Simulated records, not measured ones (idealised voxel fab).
The document below concerns the process module designated voxel spacer lines.
Cross-section cut: width 145 nm, square cells of 5 nm.
If you're reading a cross-section in this doc, picture square cells in a grid; it comes to you as bands, top ones listed first down to the bottom, and a band can be one or more rows of cells. The band entry comprises the height of the band's top followed by the height of its bottom, expressed in nm, and subsequently the band's materials from left to right, each stated together with its width in nm. Where a single material is marked with the word "throughout", that material fills the band from edge to edge. The word "blank" represents empty space. Zero point of the height axis is 0; under it, received wafer = one material. Lowest band: continues down indefinitely, "0 and below". Think of "30->40" as a width that walks from the first number to the second as you go down the band, top row to bottom row, taking equal-sized steps from row to row. Take "remained unchanged" at face value: in the step it is given for, the cross-section changed in none of its cells. "Enclosed void listing" enumerates empty spaces isolated from the top, with no open way to it, that contain at least 8 cells, giving each as width x height at distance from the left edge, all three in nm. If you see something after the settings on a step's line, that's the simulator's own remark about that step. If you see "overlay nm" on a step's line and that step has a mask, it's telling you how far right of where it was planned the mask ended up; a negative number means it went left instead.
Steps planned for the process
1. RECEIVE [material Si]
2. CONFORMAL_DEP [material Al2O3] [thk nm 5]
3. DIRECTIONAL_DEP [material W] [thk nm 15]
4. DIRECTIONAL_DEP [material polySi] [thk nm 20]
5. PATTERN [tone cover] [mask id MANDREL] [material resist] [width nm 15] [pitch nm 50] [thk nm 30] [overlay nm 0]
6. DIRECTIONAL_ETCH [etch materials polySi] [depth nm 20]
7. STRIP [etch materials resist]
8. CONFORMAL_DEP [material SiN] [thk nm 10]
9. DIRECTIONAL_ETCH [etch materials SiN] [depth nm 10]
10. STRIP [etch materials polySi]
11. DIRECTIONAL_ETCH [etch materials W] [depth nm 15]
12. STRIP [etch materials SiN]
13. FILL_DEP [material SiO2] [thk nm 5]
14. CMP [height nm 20]
As-received state of the wafer in cross-section, equivalent to post-step 1
    0 and below = Si throughout
    Enclosed void listing: none
Cross-section: first of two wafers, module finished, run according to plan
    20 down to 5 = SiO2: 30 | W: 10 | SiO2: 15 | W: 10 | SiO2: 15 | W: 10 | SiO2: 15 | W: 10 | SiO2: 30
    5 down to 0 = Al2O3 throughout
    0 and below = Si throughout
    Enclosed void listing: none
Second wafer cross-section at end of module - shared start and plan with the first, one mistake in the run
    20 down to 5 = SiO2: 30 | W: 10 | SiO2: 15 | W: 10 | SiO2: 15 | W: 10 | SiO2: 15 | W: 10 | SiO2: 30
    5 down to 0 = SiO2 throughout
    0 and below = Si throughout
    Enclosed void listing: none
Run error: planned and actual differ for step 2; actual: CONFORMAL_DEP [material SiO2] [thk nm 5]
Cell-count delta at end, second wafer over first, by material: Al2O3 -29; SiO2 +29
